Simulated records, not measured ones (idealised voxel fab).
process module | voxel transistor to metal
cross-section cut | 215 nm wide | cells 5 nm
A cross-section is a grid of square cells, given in bands from the top down. A band is one or more rows of cells.
Each band's line starts with the height of the band's top and of its bottom, in nm. Then come its materials from left to right, each with its width in nm. One material with "throughout" fills the band from edge to edge. "air" is empty space.
Height 0 is the level under which the wafer as received is all one material. The lowest band goes on downwards, as in "0 down".
A width such as "30 to 40" changes by the same amount from each row of cells to the next, from the band's top row to its bottom row.
"no change" after a step means that no cell of the cross-section changed.
closed voids: empty space of 8 cells or more with no open way to the top, each as width x height at its distance from the left edge, in nm
after a step's settings: what the simulator itself notes on the step
overlay nm, on a step with a mask: how far to the right of its planned place the mask lay; to the left if negative
plan
1 op RECEIVE | material Si
2 op CONFORMAL_DEP | material SiO2 | thk nm 5
3 op CONFORMAL_DEP | material SiN | thk nm 10
4 op PATTERN | tone cover | mask id ACTIVE | material resist | width nm 110 | thk nm 15 | overlay nm 0
5 op DIRECTIONAL_ETCH | etch materials SiN | depth nm 10
6 op DIRECTIONAL_ETCH | etch materials SiO2 | depth nm 5
7 op DIRECTIONAL_ETCH | etch materials Si | depth nm 20
8 op STRIP | etch materials resist
9 op OXIDIZE | depth nm 5
10 op FILL_DEP | material SiO2 | thk nm 15
11 op CMP | height nm 15
12 op SELECTIVE_ETCH | etch materials SiO2 | depth nm 5
13 op STRIP | etch materials SiN
14 op SELECTIVE_ETCH | etch materials SiO2 | depth nm 5
15 op OXIDIZE | depth nm 5
16 op DIRECTIONAL_DEP | material polySi | thk nm 30
17 op DIRECTIONAL_DEP | material SiCN | thk nm 10
18 op PATTERN | tone cover | mask id GATE | material resist | width nm 20 | thk nm 15 | overlay nm 0
19 op DIRECTIONAL_ETCH | etch materials SiCN | depth nm 20
20 op DIRECTIONAL_ETCH | etch materials polySi | depth nm 40
21 op STRIP | etch materials resist
22 op CONFORMAL_DEP | material SiN | thk nm 10
23 op DIRECTIONAL_ETCH | etch materials SiN | depth nm 10
24 op DIRECTIONAL_ETCH | etch materials SiO2 | depth nm 5
25 op DIRECTIONAL_ETCH | etch materials Si | depth nm 10
26 op EPI | material pSi | thk nm 10
27 op FILL_DEP | material SiO2 | thk nm 5
28 op CMP | height nm 40
29 op DIRECTIONAL_DEP | material SiO2 | thk nm 10
30 op PATTERN | tone open | mask id CONTACT | material resist | width nm 20 | pitch nm 80 | thk nm 20 | overlay nm 0
31 op DIRECTIONAL_ETCH | etch materials SiO2 | depth nm 55
32 op STRIP | etch materials resist
33 op CONFORMAL_DEP | material TiN | thk nm 5
34 op FILL_DEP | material Ru | thk nm 5
35 op CMP | height nm 50
36 op CONFORMAL_DEP | material SiCN | thk nm 5
37 op DIRECTIONAL_DEP | material lowk | thk nm 20
38 op PATTERN | tone open | mask id METAL_1 | material resist | width nm 20 | pitch nm 80 | thk nm 15 | overlay nm 0
39 op DIRECTIONAL_ETCH | etch materials lowk | depth nm 20
40 op DIRECTIONAL_ETCH | etch materials SiCN | depth nm 5
41 op STRIP | etch materials resist
42 op CONFORMAL_DEP | material TiN | thk nm 5
43 op FILL_DEP | material Cu | thk nm 10
44 op CMP | height nm 75
45 op CONFORMAL_DEP | material SiCN | thk nm 5
46 op DIRECTIONAL_DEP | material SiO2 | thk nm 35
47 op DIRECTIONAL_DEP | material aC | thk nm 15
48 op PATTERN | tone open | mask id METAL_2_HOLES | material resist | width nm 15 | pitch nm 80 | thk nm 35 | overlay nm 0
49 op DIRECTIONAL_ETCH | etch materials aC | depth nm 15
50 op STRIP | etch materials resist
51 op DIRECTIONAL_ETCH | etch materials SiO2 | depth nm 35
52 op STRIP | etch materials aC
53 op MASKED_ETCH | tone open | mask id METAL_2 | width nm 20 | pitch nm 80 | etch materials SiO2 | depth nm 20 | overlay nm 0
54 op MASKED_ETCH | tone open | mask id METAL_2 | width nm 20 | pitch nm 80 | etch materials SiCN | depth nm 5 | overlay nm 0
55 op CONFORMAL_DEP | material TiN | thk nm 5
56 op FILL_DEP | material Ru | thk nm 5
57 op CMP | height nm 115
58 op CONFORMAL_DEP | material SiCN | thk nm 5
first wafer, as planned
as received, after step 1
  0 down: Si throughout
  closed voids: none
after step 2
  5 to 0: SiO2 throughout
  below 0: unchanged
after step 3
  15 to 5: SiN throughout
  below 5: unchanged
after step 4
  30 to 15: air 50 | resist 110 | air 55
  below 15: unchanged
after step 5
  30 to 15: air 50 | resist 110 | air 55
  15 to 5: air 50 | SiN 110 | air 55
  below 5: unchanged
after step 6
  30 to 15: air 50 | resist 110 | air 55
  15 to 5: air 50 | SiN 110 | air 55
  5 to 0: air 50 | SiO2 110 | air 55
  below 0: unchanged
after step 7
  30 to 15: air 50 | resist 110 | air 55
  15 to 5: air 50 | SiN 110 | air 55
  5 to 0: air 50 | SiO2 110 | air 55
  0 to -20: air 50 | Si 110 | air 55
  below -20: unchanged
after step 8
  15 to 5: air 50 | SiN 110 | air 55
  below 5: unchanged
after step 9
  15 to 5: air 50 | SiN 110 | air 55
  5 to 0: air 50 | SiO2 110 | air 55
  0 to -20: air 50 | SiO2 5 | Si 100 | SiO2 5 | air 55
  -20 to -25: SiO2 55 | Si 100 | SiO2 60
  below -25: unchanged
after step 10
  30 to 15: SiO2 throughout
  15 to 5: SiO2 50 | SiN 110 | SiO2 55
  5 to 0: SiO2 throughout
  0 to -25: SiO2 55 | Si 100 | SiO2 60
  below -25: unchanged
after step 11
  15 to 5: SiO2 50 | SiN 110 | SiO2 55
  below 5: unchanged
after step 12
  15 to 10: air 50 | SiN 110 | air 55
  below 10: unchanged
after step 13
  10 to 5: SiO2 50 | air 110 | SiO2 55
  below 5: unchanged
after step 14
  5 to 0: SiO2 45 | air 120 | SiO2 50
  below 0: unchanged
after step 15
  5 to 0: SiO2 45 | air 120 | SiO2 50
  0 to -5: SiO2 throughout
  below -5: unchanged
after step 16
  35 to 30: polySi 45 | air 120 | polySi 50
  30 to 5: polySi throughout
  5 to 0: SiO2 45 | polySi 120 | SiO2 50
  below 0: unchanged
after step 17
  45 to 40: SiCN 45 | air 120 | SiCN 50
  40 to 35: SiCN throughout
  35 to 30: polySi 45 | SiCN 120 | polySi 50
  below 30: unchanged
after step 18
  60 to 45: air 95 | resist 20 | air 100
  45 to 40: SiCN 45 | air 50 | resist 20 | air 50 | SiCN 50
  below 40: unchanged
after step 19
  60 to 40: air 95 | resist 20 | air 100
  40 to 35: air 95 | SiCN 20 | air 100
  35 to 30: polySi 45 | air 50 | SiCN 20 | air 50 | polySi 50
  below 30: unchanged
after step 20
  60 to 40: air 95 | resist 20 | air 100
  40 to 30: air 95 | SiCN 20 | air 100
  30 to 5: air 95 | polySi 20 | air 100
  5 to 0: SiO2 45 | air 50 | polySi 20 | air 50 | SiO2 50
  below 0: unchanged
after step 21
  40 to 30: air 95 | SiCN 20 | air 100
  below 30: unchanged
after step 22
  50 to 40: air 85 | SiN 40 | air 90
  40 to 30: air 85 | SiN 10 | SiCN 20 | SiN 10 | air 90
  30 to 15: air 85 | SiN 10 | polySi 20 | SiN 10 | air 90
  15 to 10: SiN 55 | air 30 | SiN 10 | polySi 20 | SiN 10 | air 30 | SiN 60
  10 to 5: SiN 95 | polySi 20 | SiN 100
  5 to 0: SiO2 45 | SiN 50 | polySi 20 | SiN 50 | SiO2 50
  below 0: unchanged
after step 23
  40 to 30: air 85 | SiN 10 | SiCN 20 | SiN 10 | air 90
  30 to 5: air 85 | SiN 10 | polySi 20 | SiN 10 | air 90
  5 to 0: SiO2 45 | SiN 10 | air 30 | SiN 10 | polySi 20 | SiN 10 | air 30 | SiN 10 | SiO2 50
  below 0: unchanged
after step 24
  40 to 30: air 85 | SiN 10 | SiCN 20 | SiN 10 | air 90
  30 to 5: air 85 | SiN 10 | polySi 20 | SiN 10 | air 90
  5 to 0: air 45 | SiN 10 | air 30 | SiN 10 | polySi 20 | SiN 10 | air 30 | SiN 10 | air 50
  0 to -5: SiO2 55 | air 30 | SiO2 40 | air 30 | SiO2 60
  below -5: unchanged
after step 25
  40 to 30: air 85 | SiN 10 | SiCN 20 | SiN 10 | air 90
  30 to 5: air 85 | SiN 10 | polySi 20 | SiN 10 | air 90
  5 to 0: air 45 | SiN 10 | air 30 | SiN 10 | polySi 20 | SiN 10 | air 30 | SiN 10 | air 50
  0 to -5: SiO2 55 | air 30 | SiO2 40 | air 30 | SiO2 60
  -5 to -15: SiO2 55 | air 30 | Si 40 | air 30 | SiO2 60
  below -15: unchanged
after step 26
  40 to 30: air 85 | SiN 10 | SiCN 20 | SiN 10 | air 90
  30 to 5: air 85 | SiN 10 | polySi 20 | SiN 10 | air 90
  5 to 0: air 45 | SiN 10 | air 20 | pSi 10 | SiN 10 | polySi 20 | SiN 10 | pSi 10 | air 20 | SiN 10 | air 50
  0 to -5: SiO2 55 | air 20 | pSi 10 | SiO2 40 | pSi 10 | air 20 | SiO2 60
  -5 to -15: SiO2 55 | pSi 30 | Si 40 | pSi 30 | SiO2 60
  below -15: unchanged
after step 27
  45 to 40: SiO2 throughout
  40 to 30: SiO2 85 | SiN 10 | SiCN 20 | SiN 10 | SiO2 90
  30 to 5: SiO2 85 | SiN 10 | polySi 20 | SiN 10 | SiO2 90
  5 to 0: SiO2 45 | SiN 10 | SiO2 20 | pSi 10 | SiN 10 | polySi 20 | SiN 10 | pSi 10 | SiO2 20 | SiN 10 | SiO2 50
  0 to -5: SiO2 75 | pSi 10 | SiO2 40 | pSi 10 | SiO2 80
  below -5: unchanged
after step 28
  40 to 30: SiO2 85 | SiN 10 | SiCN 20 | SiN 10 | SiO2 90
  below 30: unchanged
after step 29
  50 to 40: SiO2 throughout
  below 40: unchanged
after step 30
  70 to 50: resist 55 | air 20 | resist 60 | air 20 | resist 60
  below 50: unchanged
after step 31
  70 to 50: resist 55 | air 20 | resist 60 | air 20 | resist 60
  50 to 40: SiO2 55 | air 20 | SiO2 60 | air 20 | SiO2 60
  40 to 30: SiO2 55 | air 20 | SiO2 10 | SiN 10 | SiCN 20 | SiN 10 | SiO2 10 | air 20 | SiO2 60
  30 to 5: SiO2 55 | air 20 | SiO2 10 | SiN 10 | polySi 20 | SiN 10 | SiO2 10 | air 20 | SiO2 60
  5 to 0: SiO2 45 | SiN 10 | air 20 | pSi 10 | SiN 10 | polySi 20 | SiN 10 | pSi 10 | air 20 | SiN 10 | SiO2 50
  0 to -5: SiO2 55 | air 20 | pSi 10 | SiO2 40 | pSi 10 | air 20 | SiO2 60
  below -5: unchanged
after step 32
  50 to 40: SiO2 55 | air 20 | SiO2 60 | air 20 | SiO2 60
  below 40: unchanged
after step 33
  55 to 50: TiN 60 | air 10 | TiN 70 | air 10 | TiN 65
  50 to 40: SiO2 55 | TiN 5 | air 10 | TiN 5 | SiO2 60 | TiN 5 | air 10 | TiN 5 | SiO2 60
  40 to 30: SiO2 55 | TiN 5 | air 10 | TiN 5 | SiO2 10 | SiN 10 | SiCN 20 | SiN 10 | SiO2 10 | TiN 5 | air 10 | TiN 5 | SiO2 60
  30 to 5: SiO2 55 | TiN 5 | air 10 | TiN 5 | SiO2 10 | SiN 10 | polySi 20 | SiN 10 | SiO2 10 | TiN 5 | air 10 | TiN 5 | SiO2 60
  5 to 0: SiO2 45 | SiN 10 | TiN 5 | air 10 | TiN 5 | pSi 10 | SiN 10 | polySi 20 | SiN 10 | pSi 10 | TiN 5 | air 10 | TiN 5 | SiN 10 | SiO2 50
  0 to -5: SiO2 55 | TiN 20 | pSi 10 | SiO2 40 | pSi 10 | TiN 20 | SiO2 60
  below -5: unchanged
after step 34
  60 to 55: Ru throughout
  55 to 50: TiN 60 | Ru 10 | TiN 70 | Ru 10 | TiN 65
  50 to 40: SiO2 55 | TiN 5 | Ru 10 | TiN 5 | SiO2 60 | TiN 5 | Ru 10 | TiN 5 | SiO2 60
  40 to 30: SiO2 55 | TiN 5 | Ru 10 | TiN 5 | SiO2 10 | SiN 10 | SiCN 20 | SiN 10 | SiO2 10 | TiN 5 | Ru 10 | TiN 5 | SiO2 60
  30 to 5: SiO2 55 | TiN 5 | Ru 10 | TiN 5 | SiO2 10 | SiN 10 | polySi 20 | SiN 10 | SiO2 10 | TiN 5 | Ru 10 | TiN 5 | SiO2 60
  5 to 0: SiO2 45 | SiN 10 | TiN 5 | Ru 10 | TiN 5 | pSi 10 | SiN 10 | polySi 20 | SiN 10 | pSi 10 | TiN 5 | Ru 10 | TiN 5 | SiN 10 | SiO2 50
  below 0: unchanged
after step 35
  50 to 40: SiO2 55 | TiN 5 | Ru 10 | TiN 5 | SiO2 60 | TiN 5 | Ru 10 | TiN 5 | SiO2 60
  below 40: unchanged
after step 36
  55 to 50: SiCN throughout
  below 50: unchanged
after step 37
  75 to 55: lowk throughout
  below 55: unchanged
after step 38
  90 to 75: resist 55 | air 20 | resist 60 | air 20 | resist 60
  below 75: unchanged
after step 39
  90 to 75: resist 55 | air 20 | resist 60 | air 20 | resist 60
  75 to 55: lowk 55 | air 20 | lowk 60 | air 20 | lowk 60
  below 55: unchanged
after step 40
  90 to 75: resist 55 | air 20 | resist 60 | air 20 | resist 60
  75 to 55: lowk 55 | air 20 | lowk 60 | air 20 | lowk 60
  55 to 50: SiCN 55 | air 20 | SiCN 60 | air 20 | SiCN 60
  below 50: unchanged
after step 41
  75 to 55: lowk 55 | air 20 | lowk 60 | air 20 | lowk 60
  below 55: unchanged
after step 42
  80 to 75: TiN 60 | air 10 | TiN 70 | air 10 | TiN 65
  75 to 55: lowk 55 | TiN 5 | air 10 | TiN 5 | lowk 60 | TiN 5 | air 10 | TiN 5 | lowk 60
  55 to 50: SiCN 55 | TiN 20 | SiCN 60 | TiN 20 | SiCN 60
  below 50: unchanged
after step 43
  90 to 80: Cu throughout
  80 to 75: TiN 60 | Cu 10 | TiN 70 | Cu 10 | TiN 65
  75 to 55: lowk 55 | TiN 5 | Cu 10 | TiN 5 | lowk 60 | TiN 5 | Cu 10 | TiN 5 | lowk 60
  below 55: unchanged
after step 44
  75 to 55: lowk 55 | TiN 5 | Cu 10 | TiN 5 | lowk 60 | TiN 5 | Cu 10 | TiN 5 | lowk 60
  below 55: unchanged
after step 45
  80 to 75: SiCN throughout
  below 75: unchanged
after step 46
  115 to 80: SiO2 throughout
  below 80: unchanged
after step 47
  130 to 115: aC throughout
  below 115: unchanged
after step 48
  165 to 130: resist 55 | air 15 | resist 65 | air 15 | resist 65
  below 130: unchanged
after step 49
  150 to 130: resist 55 | air 15 | resist 65 | air 15 | resist 65
  130 to 115: aC 55 | air 15 | aC 65 | air 15 | aC 65
  below 115: unchanged
after step 50
  130 to 115: aC 55 | air 15 | aC 65 | air 15 | aC 65
  below 115: unchanged
after step 51
  130 to 115: aC 55 | air 15 | aC 65 | air 15 | aC 65
  115 to 80: SiO2 55 | air 15 | SiO2 65 | air 15 | SiO2 65
  below 80: unchanged
after step 52
  115 to 80: SiO2 55 | air 15 | SiO2 65 | air 15 | SiO2 65
  below 80: unchanged
after step 53
  115 to 95: SiO2 55 | air 20 | SiO2 60 | air 20 | SiO2 60
  below 95: unchanged
after step 54
  115 to 95: SiO2 55 | air 20 | SiO2 60 | air 20 | SiO2 60
  95 to 80: SiO2 55 | air 15 | SiO2 65 | air 15 | SiO2 65
  80 to 75: SiCN 55 | air 15 | SiCN 65 | air 15 | SiCN 65
  below 75: unchanged
after step 55
  120 to 115: TiN 60 | air 10 | TiN 70 | air 10 | TiN 65
  115 to 100: SiO2 55 | TiN 5 | air 10 | TiN 5 | SiO2 60 | TiN 5 | air 10 | TiN 5 | SiO2 60
  100 to 95: SiO2 55 | TiN 5 | air 5 | TiN 10 | SiO2 60 | TiN 5 | air 5 | TiN 10 | SiO2 60
  95 to 80: SiO2 55 | TiN 5 | air 5 | TiN 5 | SiO2 65 | TiN 5 | air 5 | TiN 5 | SiO2 65
  80 to 75: SiCN 55 | TiN 15 | SiCN 65 | TiN 15 | SiCN 65
  below 75: unchanged
after step 56
  125 to 120: Ru throughout
  120 to 115: TiN 60 | Ru 10 | TiN 70 | Ru 10 | TiN 65
  115 to 100: SiO2 55 | TiN 5 | Ru 10 | TiN 5 | SiO2 60 | TiN 5 | Ru 10 | TiN 5 | SiO2 60
  100 to 95: SiO2 55 | TiN 5 | Ru 5 | TiN 10 | SiO2 60 | TiN 5 | Ru 5 | TiN 10 | SiO2 60
  95 to 80: SiO2 55 | TiN 5 | Ru 5 | TiN 5 | SiO2 65 | TiN 5 | Ru 5 | TiN 5 | SiO2 65
  below 80: unchanged
after step 57
  115 to 100: SiO2 55 | TiN 5 | Ru 10 | TiN 5 | SiO2 60 | TiN 5 | Ru 10 | TiN 5 | SiO2 60
  below 100: unchanged
after step 58
  120 to 115: SiCN throughout
  below 115: unchanged
second wafer: like start, like plan, one mistake. Through step 3 it matches the first wafer
when step 4 should have ended
  30 to 15: air 55 | resist 100 | air 60
  below 15: unchanged
when step 5 should have ended
  30 to 15: air 55 | resist 100 | air 60
  15 to 5: air 55 | SiN 100 | air 60
  below 5: unchanged
when step 6 should have ended
  30 to 15: air 55 | resist 100 | air 60
  15 to 5: air 55 | SiN 100 | air 60
  5 to 0: air 55 | SiO2 100 | air 60
  below 0: unchanged
when step 7 should have ended
  30 to 15: air 55 | resist 100 | air 60
  15 to 5: air 55 | SiN 100 | air 60
  5 to 0: air 55 | SiO2 100 | air 60
  0 to -20: air 55 | Si 100 | air 60
  below -20: unchanged
when step 8 should have ended
  15 to 5: air 55 | SiN 100 | air 60
  below 5: unchanged
when step 9 should have ended
  15 to 5: air 55 | SiN 100 | air 60
  5 to 0: air 55 | SiO2 100 | air 60
  0 to -20: air 55 | SiO2 5 | Si 90 | SiO2 5 | air 60
  -20 to -25: SiO2 60 | Si 90 | SiO2 65
  below -25: unchanged
when step 10 should have ended
  30 to 15: SiO2 throughout
  15 to 5: SiO2 55 | SiN 100 | SiO2 60
  5 to 0: SiO2 throughout
  0 to -25: SiO2 60 | Si 90 | SiO2 65
  below -25: unchanged
when step 11 should have ended
  15 to 5: SiO2 55 | SiN 100 | SiO2 60
  below 5: unchanged
when step 12 should have ended
  15 to 10: air 55 | SiN 100 | air 60
  below 10: unchanged
when step 13 should have ended
  10 to 5: SiO2 55 | air 100 | SiO2 60
  below 5: unchanged
when step 14 should have ended
  5 to 0: SiO2 50 | air 110 | SiO2 55
  below 0: unchanged
when step 15 should have ended
  5 to 0: SiO2 50 | air 110 | SiO2 55
  0 to -5: SiO2 throughout
  below -5: unchanged
when step 16 should have ended
  35 to 30: polySi 50 | air 110 | polySi 55
  30 to 5: polySi throughout
  5 to 0: SiO2 50 | polySi 110 | SiO2 55
  below 0: unchanged
when step 17 should have ended
  45 to 40: SiCN 50 | air 110 | SiCN 55
  40 to 35: SiCN throughout
  35 to 30: polySi 50 | SiCN 110 | polySi 55
  below 30: unchanged
when step 18 should have ended
  60 to 45: air 95 | resist 20 | air 100
  45 to 40: SiCN 50 | air 45 | resist 20 | air 45 | SiCN 55
  below 40: unchanged
when step 19 should have ended
  60 to 40: air 95 | resist 20 | air 100
  40 to 35: air 95 | SiCN 20 | air 100
  35 to 30: polySi 50 | air 45 | SiCN 20 | air 45 | polySi 55
  below 30: unchanged
when step 20 should have ended
  60 to 40: air 95 | resist 20 | air 100
  40 to 30: air 95 | SiCN 20 | air 100
  30 to 5: air 95 | polySi 20 | air 100
  5 to 0: SiO2 50 | air 45 | polySi 20 | air 45 | SiO2 55
  below 0: unchanged
when step 21 should have ended
  40 to 30: air 95 | SiCN 20 | air 100
  below 30: unchanged
when step 22 should have ended
  50 to 40: air 85 | SiN 40 | air 90
  40 to 30: air 85 | SiN 10 | SiCN 20 | SiN 10 | air 90
  30 to 15: air 85 | SiN 10 | polySi 20 | SiN 10 | air 90
  15 to 10: SiN 60 | air 25 | SiN 10 | polySi 20 | SiN 10 | air 25 | SiN 65
  10 to 5: SiN 95 | polySi 20 | SiN 100
  5 to 0: SiO2 50 | SiN 45 | polySi 20 | SiN 45 | SiO2 55
  below 0: unchanged
when step 23 should have ended
  40 to 30: air 85 | SiN 10 | SiCN 20 | SiN 10 | air 90
  30 to 5: air 85 | SiN 10 | polySi 20 | SiN 10 | air 90
  5 to 0: SiO2 50 | SiN 10 | air 25 | SiN 10 | polySi 20 | SiN 10 | air 25 | SiN 10 | SiO2 55
  below 0: unchanged
when step 24 should have ended
  40 to 30: air 85 | SiN 10 | SiCN 20 | SiN 10 | air 90
  30 to 5: air 85 | SiN 10 | polySi 20 | SiN 10 | air 90
  5 to 0: air 50 | SiN 10 | air 25 | SiN 10 | polySi 20 | SiN 10 | air 25 | SiN 10 | air 55
  0 to -5: SiO2 60 | air 25 | SiO2 40 | air 25 | SiO2 65
  below -5: unchanged
when step 25 should have ended
  40 to 30: air 85 | SiN 10 | SiCN 20 | SiN 10 | air 90
  30 to 5: air 85 | SiN 10 | polySi 20 | SiN 10 | air 90
  5 to 0: air 50 | SiN 10 | air 25 | SiN 10 | polySi 20 | SiN 10 | air 25 | SiN 10 | air 55
  0 to -5: SiO2 60 | air 25 | SiO2 40 | air 25 | SiO2 65
  -5 to -15: SiO2 60 | air 25 | Si 40 | air 25 | SiO2 65
  below -15: unchanged
when step 26 should have ended
  40 to 30: air 85 | SiN 10 | SiCN 20 | SiN 10 | air 90
  30 to 5: air 85 | SiN 10 | polySi 20 | SiN 10 | air 90
  5 to 0: air 50 | SiN 10 | air 15 | pSi 10 | SiN 10 | polySi 20 | SiN 10 | pSi 10 | air 15 | SiN 10 | air 55
  0 to -5: SiO2 60 | air 15 | pSi 10 | SiO2 40 | pSi 10 | air 15 | SiO2 65
  -5 to -15: SiO2 60 | pSi 25 | Si 40 | pSi 25 | SiO2 65
  below -15: unchanged
when step 27 should have ended
  45 to 40: SiO2 throughout
  40 to 30: SiO2 85 | SiN 10 | SiCN 20 | SiN 10 | SiO2 90
  30 to 5: SiO2 85 | SiN 10 | polySi 20 | SiN 10 | SiO2 90
  5 to 0: SiO2 50 | SiN 10 | SiO2 15 | pSi 10 | SiN 10 | polySi 20 | SiN 10 | pSi 10 | SiO2 15 | SiN 10 | SiO2 55
  0 to -5: SiO2 75 | pSi 10 | SiO2 40 | pSi 10 | SiO2 80
  below -5: unchanged
when step 28 should have ended
  40 to 30: SiO2 85 | SiN 10 | SiCN 20 | SiN 10 | SiO2 90
  below 30: unchanged
when step 29 should have ended
  50 to 40: SiO2 throughout
  below 40: unchanged
when step 30 should have ended
  70 to 50: resist 55 | air 20 | resist 60 | air 20 | resist 60
  below 50: unchanged
when step 31 should have ended
  70 to 50: resist 55 | air 20 | resist 60 | air 20 | resist 60
  50 to 40: SiO2 55 | air 20 | SiO2 60 | air 20 | SiO2 60
  40 to 30: SiO2 55 | air 20 | SiO2 10 | SiN 10 | SiCN 20 | SiN 10 | SiO2 10 | air 20 | SiO2 60
  30 to 5: SiO2 55 | air 20 | SiO2 10 | SiN 10 | polySi 20 | SiN 10 | SiO2 10 | air 20 | SiO2 60
  5 to 0: SiO2 50 | SiN 10 | air 15 | pSi 10 | SiN 10 | polySi 20 | SiN 10 | pSi 10 | air 15 | SiN 10 | SiO2 55
  0 to -5: SiO2 60 | air 15 | pSi 10 | SiO2 40 | pSi 10 | air 15 | SiO2 65
  below -5: unchanged
when step 32 should have ended
  50 to 40: SiO2 55 | air 20 | SiO2 60 | air 20 | SiO2 60
  below 40: unchanged
when step 33 should have ended
  55 to 50: TiN 60 | air 10 | TiN 70 | air 10 | TiN 65
  50 to 40: SiO2 55 | TiN 5 | air 10 | TiN 5 | SiO2 60 | TiN 5 | air 10 | TiN 5 | SiO2 60
  40 to 30: SiO2 55 | TiN 5 | air 10 | TiN 5 | SiO2 10 | SiN 10 | SiCN 20 | SiN 10 | SiO2 10 | TiN 5 | air 10 | TiN 5 | SiO2 60
  30 to 10: SiO2 55 | TiN 5 | air 10 | TiN 5 | SiO2 10 | SiN 10 | polySi 20 | SiN 10 | SiO2 10 | TiN 5 | air 10 | TiN 5 | SiO2 60
  10 to 5: SiO2 55 | TiN 10 | air 5 | TiN 5 | SiO2 10 | SiN 10 | polySi 20 | SiN 10 | SiO2 10 | TiN 5 | air 5 | TiN 10 | SiO2 60
  5 to 0: SiO2 50 | SiN 10 | TiN 5 | air 5 | TiN 5 | pSi 10 | SiN 10 | polySi 20 | SiN 10 | pSi 10 | TiN 5 | air 5 | TiN 5 | SiN 10 | SiO2 55
  0 to -5: SiO2 60 | TiN 15 | pSi 10 | SiO2 40 | pSi 10 | TiN 15 | SiO2 65
  below -5: unchanged
when step 34 should have ended
  60 to 55: Ru throughout
  55 to 50: TiN 60 | Ru 10 | TiN 70 | Ru 10 | TiN 65
  50 to 40: SiO2 55 | TiN 5 | Ru 10 | TiN 5 | SiO2 60 | TiN 5 | Ru 10 | TiN 5 | SiO2 60
  40 to 30: SiO2 55 | TiN 5 | Ru 10 | TiN 5 | SiO2 10 | SiN 10 | SiCN 20 | SiN 10 | SiO2 10 | TiN 5 | Ru 10 | TiN 5 | SiO2 60
  30 to 10: SiO2 55 | TiN 5 | Ru 10 | TiN 5 | SiO2 10 | SiN 10 | polySi 20 | SiN 10 | SiO2 10 | TiN 5 | Ru 10 | TiN 5 | SiO2 60
  10 to 5: SiO2 55 | TiN 10 | Ru 5 | TiN 5 | SiO2 10 | SiN 10 | polySi 20 | SiN 10 | SiO2 10 | TiN 5 | Ru 5 | TiN 10 | SiO2 60
  5 to 0: SiO2 50 | SiN 10 | TiN 5 | Ru 5 | TiN 5 | pSi 10 | SiN 10 | polySi 20 | SiN 10 | pSi 10 | TiN 5 | Ru 5 | TiN 5 | SiN 10 | SiO2 55
  below 0: unchanged
when step 35 should have ended
  50 to 40: SiO2 55 | TiN 5 | Ru 10 | TiN 5 | SiO2 60 | TiN 5 | Ru 10 | TiN 5 | SiO2 60
  below 40: unchanged
when step 36 should have ended
  55 to 50: SiCN throughout
  below 50: unchanged
when step 37 should have ended
  75 to 55: lowk throughout
  below 55: unchanged
when step 38 should have ended
  90 to 75: resist 55 | air 20 | resist 60 | air 20 | resist 60
  below 75: unchanged
when step 39 should have ended
  90 to 75: resist 55 | air 20 | resist 60 | air 20 | resist 60
  75 to 55: lowk 55 | air 20 | lowk 60 | air 20 | lowk 60
  below 55: unchanged
when step 40 should have ended
  90 to 75: resist 55 | air 20 | resist 60 | air 20 | resist 60
  75 to 55: lowk 55 | air 20 | lowk 60 | air 20 | lowk 60
  55 to 50: SiCN 55 | air 20 | SiCN 60 | air 20 | SiCN 60
  below 50: unchanged
when step 41 should have ended
  75 to 55: lowk 55 | air 20 | lowk 60 | air 20 | lowk 60
  below 55: unchanged
when step 42 should have ended
  80 to 75: TiN 60 | air 10 | TiN 70 | air 10 | TiN 65
  75 to 55: lowk 55 | TiN 5 | air 10 | TiN 5 | lowk 60 | TiN 5 | air 10 | TiN 5 | lowk 60
  55 to 50: SiCN 55 | TiN 20 | SiCN 60 | TiN 20 | SiCN 60
  below 50: unchanged
when step 43 should have ended
  90 to 80: Cu throughout
  80 to 75: TiN 60 | Cu 10 | TiN 70 | Cu 10 | TiN 65
  75 to 55: lowk 55 | TiN 5 | Cu 10 | TiN 5 | lowk 60 | TiN 5 | Cu 10 | TiN 5 | lowk 60
  below 55: unchanged
when step 44 should have ended
  75 to 55: lowk 55 | TiN 5 | Cu 10 | TiN 5 | lowk 60 | TiN 5 | Cu 10 | TiN 5 | lowk 60
  below 55: unchanged
when step 45 should have ended
  80 to 75: SiCN throughout
  below 75: unchanged
when step 46 should have ended
  115 to 80: SiO2 throughout
  below 80: unchanged
when step 47 should have ended
  130 to 115: aC throughout
  below 115: unchanged
when step 48 should have ended
  165 to 130: resist 55 | air 15 | resist 65 | air 15 | resist 65
  below 130: unchanged
when step 49 should have ended
  150 to 130: resist 55 | air 15 | resist 65 | air 15 | resist 65
  130 to 115: aC 55 | air 15 | aC 65 | air 15 | aC 65
  below 115: unchanged
when step 50 should have ended
  130 to 115: aC 55 | air 15 | aC 65 | air 15 | aC 65
  below 115: unchanged
when step 51 should have ended
  130 to 115: aC 55 | air 15 | aC 65 | air 15 | aC 65
  115 to 80: SiO2 55 | air 15 | SiO2 65 | air 15 | SiO2 65
  below 80: unchanged
when step 52 should have ended
  115 to 80: SiO2 55 | air 15 | SiO2 65 | air 15 | SiO2 65
  below 80: unchanged
when step 53 should have ended
  115 to 95: SiO2 55 | air 20 | SiO2 60 | air 20 | SiO2 60
  below 95: unchanged
when step 54 should have ended
  115 to 95: SiO2 55 | air 20 | SiO2 60 | air 20 | SiO2 60
  95 to 80: SiO2 55 | air 15 | SiO2 65 | air 15 | SiO2 65
  80 to 75: SiCN 55 | air 15 | SiCN 65 | air 15 | SiCN 65
  below 75: unchanged
when step 55 should have ended
  120 to 115: TiN 60 | air 10 | TiN 70 | air 10 | TiN 65
  115 to 100: SiO2 55 | TiN 5 | air 10 | TiN 5 | SiO2 60 | TiN 5 | air 10 | TiN 5 | SiO2 60
  100 to 95: SiO2 55 | TiN 5 | air 5 | TiN 10 | SiO2 60 | TiN 5 | air 5 | TiN 10 | SiO2 60
  95 to 80: SiO2 55 | TiN 5 | air 5 | TiN 5 | SiO2 65 | TiN 5 | air 5 | TiN 5 | SiO2 65
  80 to 75: SiCN 55 | TiN 15 | SiCN 65 | TiN 15 | SiCN 65
  below 75: unchanged
when step 56 should have ended
  125 to 120: Ru throughout
  120 to 115: TiN 60 | Ru 10 | TiN 70 | Ru 10 | TiN 65
  115 to 100: SiO2 55 | TiN 5 | Ru 10 | TiN 5 | SiO2 60 | TiN 5 | Ru 10 | TiN 5 | SiO2 60
  100 to 95: SiO2 55 | TiN 5 | Ru 5 | TiN 10 | SiO2 60 | TiN 5 | Ru 5 | TiN 10 | SiO2 60
  95 to 80: SiO2 55 | TiN 5 | Ru 5 | TiN 5 | SiO2 65 | TiN 5 | Ru 5 | TiN 5 | SiO2 65
  below 80: unchanged
when step 57 should have ended
  115 to 100: SiO2 55 | TiN 5 | Ru 10 | TiN 5 | SiO2 60 | TiN 5 | Ru 10 | TiN 5 | SiO2 60
  below 100: unchanged
when step 58 should have ended
  120 to 115: SiCN throughout
  below 115: unchanged
what went wrong: step 4 ran as: op PATTERN | tone cover | mask id ACTIVE | material resist | width nm 100 | thk nm 15 | overlay nm 0
at the end the second wafer has, in cells: 4 fewer of Ru | 4 fewer of Si | 12 more of SiO2 | 4 fewer of pSi
